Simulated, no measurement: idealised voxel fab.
Presented below is a process module, voxel ribs on slabs.
240 nm wide, 5 nm square cells: that's cross-section cut.
When this document writes out a cross-section, it uses a grid of square cells and lists it as bands, beginning at the top and moving down, with a band standing for one or more rows of cells. Quick guide to a band line: top height, bottom height (nm) up front; then every material left to right with its width in nm. Only one material and it's marked "everywhere"? Then it fills the band edge to edge. And "blank" just means empty space. The reference from which all heights are counted is 0, the level beneath which the as-received wafer is entirely one material; the lowest band, having no lower bound, proceeds downward and is written after the example "top 0, no bottom". Width "30->40": first value at the band's top row of cells, second value at its bottom row, equal change from row to row. Where a step carries "left unchanged", the cross-section came out of it unchanged, cell for cell. The entry "Closed voids list" lists the empty spaces that cover at least 8 cells and have no open path to the top. Each is written as width x height at distance, where the distance is measured from the left edge and all three values are in nm. Text after the settings on a step's line: the simulator's own remark on that step. "overlay nm", when on a step's line for a step with a mask, measures how far to the right of its planned place the mask lay; a negative measure means to the left.
# The planned process steps are enumerated hereunder
1,op RECEIVE | material Si
2,op DIRECTIONAL_DEP | material SiO2 | thk nm 20
3,op DIRECTIONAL_DEP | material SiN | thk nm 20
4,op MASKED_ETCH | tone cover | mask id RIB | width nm 20 | etch materials SiN | depth nm 5 | overlay nm 0
5,op DIRECTIONAL_DEP | material aC | thk nm 10
6,op PATTERN | tone cover | mask id SLAB | material resist | width nm 60 | thk nm 25 | overlay nm 0
7,op DIRECTIONAL_ETCH | etch materials aC | depth nm 10
8,op STRIP | etch materials resist
9,op DIRECTIONAL_ETCH | etch materials SiN | depth nm 15
10,op STRIP | etch materials aC
11,op FILL_DEP | material SiO2 | thk nm 25
12,op CMP | height nm 55
13,op DIRECTIONAL_DEP | material W | thk nm 5
14,op DIRECTIONAL_DEP | material aC | thk nm 15
15,op PATTERN | tone cover | mask id HEATER | material resist | width nm 30 | thk nm 30 | overlay nm 0
16,op DIRECTIONAL_ETCH | etch materials aC | depth nm 15
17,op STRIP | etch materials resist
18,op DIRECTIONAL_ETCH | etch materials W | depth nm 5
19,op STRIP | etch materials aC
20,op CONFORMAL_DEP | material SiO2 | thk nm 5
# First wafer of two (run as planned)
# Here's what the wafer looked like in cross-section when it arrived - that's after step 1
	top 0, no bottom = Si everywhere
	Closed voids list: none
# Cross-section: wafer state after step 2
	top 20, bottom 0 = SiO2 everywhere
	Rest of section, below 0: as before.
# Cross-section: wafer state after step 3
	top 40, bottom 20 = SiN everywhere
	Rest of section, below 20: as before.
# Cross-section: wafer state after step 4
	top 40, bottom 35 = blank: 110  SiN: 20  blank: 110
	Rest of section, below 35: as before.
# Cross-section: wafer state after step 5
	top 50, bottom 45 = blank: 110  aC: 20  blank: 110
	top 45, bottom 40 = aC everywhere
	top 40, bottom 35 = aC: 110  SiN: 20  aC: 110
	Rest of section, below 35: as before.
# Cross-section: wafer state after step 6
	top 75, bottom 50 = blank: 90  resist: 60  blank: 90
	top 50, bottom 45 = blank: 90  resist: 20  aC: 20  resist: 20  blank: 90
	Rest of section, below 45: as before.
# Cross-section: wafer state after step 7
	top 65, bottom 50 = blank: 90  resist: 60  blank: 90
	top 50, bottom 45 = blank: 90  resist: 20  aC: 20  resist: 20  blank: 90
	top 45, bottom 40 = blank: 90  aC: 60  blank: 90
	top 40, bottom 35 = blank: 90  aC: 20  SiN: 20  aC: 20  blank: 90
	Rest of section, below 35: as before.
# Cross-section: wafer state after step 8
	top 50, bottom 40 = blank: 110->90  aC: 20->60  blank: 110->90
	Rest of section, below 40: as before.
# Cross-section: wafer state after step 9
	top 50, bottom 40 = blank: 110->90  aC: 20->60  blank: 110->90
	top 40, bottom 35 = blank: 90  aC: 20  SiN: 20  aC: 20  blank: 90
	top 35, bottom 20 = blank: 90  SiN: 60  blank: 90
	Rest of section, below 20: as before.
# Cross-section: wafer state after step 10
	top 40, bottom 35 = blank: 110  SiN: 20  blank: 110
	Rest of section, below 35: as before.
# Cross-section: wafer state after step 11
	top 65, bottom 40 = SiO2 everywhere
	top 40, bottom 35 = SiO2: 110  SiN: 20  SiO2: 110
	top 35, bottom 20 = SiO2: 90  SiN: 60  SiO2: 90
	Rest of section, below 20: as before.
# Cross-section: wafer state after step 12
	top 55, bottom 40 = SiO2 everywhere
	Rest of section, below 40: as before.
# Cross-section: wafer state after step 13
	top 60, bottom 55 = W everywhere
	Rest of section, below 55: as before.
# Cross-section: wafer state after step 14
	top 75, bottom 60 = aC everywhere
	Rest of section, below 60: as before.
# Cross-section: wafer state after step 15
	top 105, bottom 75 = blank: 105  resist: 30  blank: 105
	Rest of section, below 75: as before.
# Cross-section: wafer state after step 16
	top 90, bottom 75 = blank: 105  resist: 30  blank: 105
	top 75, bottom 60 = blank: 105  aC: 30  blank: 105
	Rest of section, below 60: as before.
# Cross-section: wafer state after step 17
	top 75, bottom 60 = blank: 105  aC: 30  blank: 105
	Rest of section, below 60: as before.
# Cross-section: wafer state after step 18
	top 75, bottom 60 = blank: 105  aC: 30  blank: 105
	top 60, bottom 55 = blank: 105  W: 30  blank: 105
	Rest of section, below 55: as before.
# Cross-section: wafer state after step 19
	top 60, bottom 55 = blank: 105  W: 30  blank: 105
	Rest of section, below 55: as before.
# Cross-section: wafer state after step 20
	top 65, bottom 60 = blank: 100  SiO2: 40  blank: 100
	top 60, bottom 55 = SiO2: 105  W: 30  SiO2: 105
	Rest of section, below 55: as before.
# Okay, second wafer. Nothing different at the start, nothing different in the plan, just one mistake somewhere in the running. As far as step 13, counting that step, it's the first wafer all over again
# Cross-section: second wafer, time at which step 14 was scheduled to end
	top 75, bottom 60 = SiO2 everywhere
	Rest of section, below 60: as before.
# Cross-section: second wafer, time at which step 15 was scheduled to end
	top 105, bottom 75 = blank: 105  resist: 30  blank: 105
	Rest of section, below 75: as before.
# Cross-section: second wafer, time at which step 16 was scheduled to end
	top 90, bottom 75 = blank: 105  resist: 30  blank: 105
	Rest of section, below 75: as before.
# Cross-section: second wafer, time at which step 17 was scheduled to end
	top 75, bottom 60 = SiO2 everywhere
	Rest of section, below 60: as before.
Cross-section: second wafer, time at which step 18 was scheduled to end: left unchanged
Cross-section: second wafer, time at which step 19 was scheduled to end: left unchanged
# Cross-section: second wafer, time at which step 20 was scheduled to end
	top 80, bottom 60 = SiO2 everywhere
	Rest of section, below 60: as before.
Against the plan, the run slipped here: step 14 ran as: op DIRECTIONAL_DEP | material SiO2 | thk nm 15
Final tally in cells, some materials are higher or lower on the second wafer than on the first: SiO2 +142, W +42
